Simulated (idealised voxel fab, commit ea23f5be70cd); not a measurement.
process module | voxel local oxidation
cross-section cut | 275 nm wide | cells 5 nm
A cross-section is a grid of square cells, given in bands from the top down. A band is one or more rows of cells.
Each band's line starts with the height of the band's top and of its bottom, in nm. Then come its materials from left to right, each with its width in nm. One material with "throughout" fills the band from edge to edge. "air" is empty space.
Height 0 is the level under which the wafer as received is all one material. The lowest band goes on downwards, as in "0 down".
A width such as "30 to 40" changes by the same amount from each row of cells to the next, from the band's top row to its bottom row.
"no change" after a step means that no cell of the cross-section changed.
closed voids: empty space of 8 cells or more with no open way to the top, each as width x height at its distance from the left edge, in nm
after a step's settings: what the simulator itself notes on the step
overlay nm, on a step with a mask: how far to the right of its planned place the mask lay; to the left if negative
plan
1 op RECEIVE | material Si
2 op CONFORMAL_DEP | material SiO2 | thk nm 5
3 op CONFORMAL_DEP | material SiN | thk nm 15
4 op PATTERN | tone cover | mask id ACTIVE | material resist | width nm 95 | pitch nm 130 | thk nm 20 | overlay nm 0
5 op DIRECTIONAL_ETCH | etch materials SiN | depth nm 15
6 op STRIP | etch materials resist
7 op SELECTIVE_ETCH | etch materials SiO2 | depth nm 5
8 op OXIDIZE | depth nm 15
9 op STRIP | etch materials SiN
as received, after step 1
  0 down: Si throughout
  closed voids: none
a wafer at the end: this start, this plan, one mistake
  5 to 0: air 30 | SiO2 85 | air 45 | SiO2 85 | air 30
  0 to -25: SiO2 55 | Si 35 | SiO2 95 | Si 35 | SiO2 55
  -25 down: Si throughout
  closed voids: none
what went wrong: step 8 ran as: op OXIDIZE | depth nm 25
